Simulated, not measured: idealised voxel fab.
voxel double patterning: a process module
FYI the section here is cut, 250 nm wide, cells are 5 nm squares.
In this document a cross-section is written as a grid of square cells. It is given as a series of bands, listed from the top down, and a band is one or more rows of cells.
Top, bottom (nm), then materials left to right with widths (nm); lone material tagged "throughout" fills the whole band edge to edge; "air" = empty space.
Heights are reckoned from 0. Under this level, the received wafer is all of one material. The bottommost band is open-ended downward, for example "0 nm and below".
With a width like "30..40", each row of cells in the band differs from the next by the same amount, the top row carrying the first number and the bottom row the second.
Where a step carries "remains unaltered", the cross-section came out of it unchanged, cell for cell.
"Sealed void inventory" means: voids of 8 cells or more that are shut off from the top with no open way through. Written width x height at distance, distance from the left edge, in nm.
Where a step's line continues beyond its settings, the continuation is a remark by the simulator itself on that step.
Among the settings permitted on a step's line is "overlay nm"; applied to a step with a mask, it specifies the extent to which the mask lay to the right of its planned position, whereas a negative figure signifies a position to the left.

These are the steps we planned for the process
step 1: RECEIVE [material Si]
step 2: CONFORMAL_DEP [material SiO2] [thk nm 10]
step 3: DIRECTIONAL_DEP [material polySi] [thk nm 20]
step 4: DIRECTIONAL_DEP [material SiN] [thk nm 5]
step 5: MASKED_ETCH [tone open] [mask id FIRST] [width nm 15] [pitch nm 50] [etch materials SiN] [depth nm 5] [overlay nm 0]
step 6: MASKED_ETCH [tone open] [mask id SECOND] [width nm 15] [pitch nm 50] [etch materials SiN] [depth nm 5] [overlay nm 0]
step 7: DIRECTIONAL_ETCH [etch materials polySi] [depth nm 20]
step 8: STRIP [etch materials SiN]

The first of two wafers, run as planned

Wafer at receipt (post step 1), cross-section
	0 nm and below  Si throughout
	Sealed void inventory: none

Wafer section view after processing step 2
	10 nm to 0 nm  SiO2 throughout
	Unchanged below 0.

Wafer section view after processing step 3
	30 nm to 10 nm  polySi throughout
	Unchanged below 10.

Wafer section view after processing step 4
	35 nm to 30 nm  SiN throughout
	Unchanged below 30.

Wafer section view after processing step 5
	35 nm to 30 nm  65 SiN, then 15 air, then 35 SiN, then 15 air, then 35 SiN, then 15 air, then 70 SiN
	Unchanged below 30.

Wafer section view after processing step 6
	35 nm to 30 nm  65 SiN, then 15 air, then 10 SiN, then 15 air, then 10 SiN, then 15 air, then 10 SiN, then 15 air, then 10 SiN, then 15 air, then 70 SiN
	Unchanged below 30.

Wafer section view after processing step 7
	35 nm to 30 nm  65 SiN, then 15 air, then 10 SiN, then 15 air, then 10 SiN, then 15 air, then 10 SiN, then 15 air, then 10 SiN, then 15 air, then 70 SiN
	30 nm to 10 nm  65 polySi, then 15 air, then 10 polySi, then 15 air, then 10 polySi, then 15 air, then 10 polySi, then 15 air, then 10 polySi, then 15 air, then 70 polySi
	Unchanged below 10.

Wafer section view after processing step 8
	30 nm to 10 nm  65 polySi, then 15 air, then 10 polySi, then 15 air, then 10 polySi, then 15 air, then 10 polySi, then 15 air, then 10 polySi, then 15 air, then 70 polySi
	Unchanged below 10.

Okay, second wafer. Nothing different at the start, nothing different in the plan, just one mistake somewhere in the running. As far as step 5, counting that step, it's the first wafer all over again

Here is the second wafer in cross-section at the point where step 6 of the plan should have been done
	35 nm to 30 nm  65 SiN, then 15 air, then 5 SiN, then 25 air, then 5 SiN, then 15 air, then 5 SiN, then 25 air, then 5 SiN, then 15 air, then 70 SiN
	Unchanged below 30.

Here is the second wafer in cross-section at the point where step 7 of the plan should have been done
	35 nm to 30 nm  65 SiN, then 15 air, then 5 SiN, then 25 air, then 5 SiN, then 15 air, then 5 SiN, then 25 air, then 5 SiN, then 15 air, then 70 SiN
	30 nm to 10 nm  65 polySi, then 15 air, then 5 polySi, then 25 air, then 5 polySi, then 15 air, then 5 polySi, then 25 air, then 5 polySi, then 15 air, then 70 polySi
	Unchanged below 10.

Here is the second wafer in cross-section at the point where step 8 of the plan should have been done
	30 nm to 10 nm  65 polySi, then 15 air, then 5 polySi, then 25 air, then 5 polySi, then 15 air, then 5 polySi, then 25 air, then 5 polySi, then 15 air, then 70 polySi
	Unchanged below 10.
Here's what went sideways: step 6 off recipe, ran as MASKED_ETCH [tone open] [mask id SECOND] [width nm 25] [pitch nm 50] [etch materials SiN] [depth nm 5] [overlay nm 0]
Materials where the second wafer ends with more or fewer cells than the first: polySi: 16 fewer
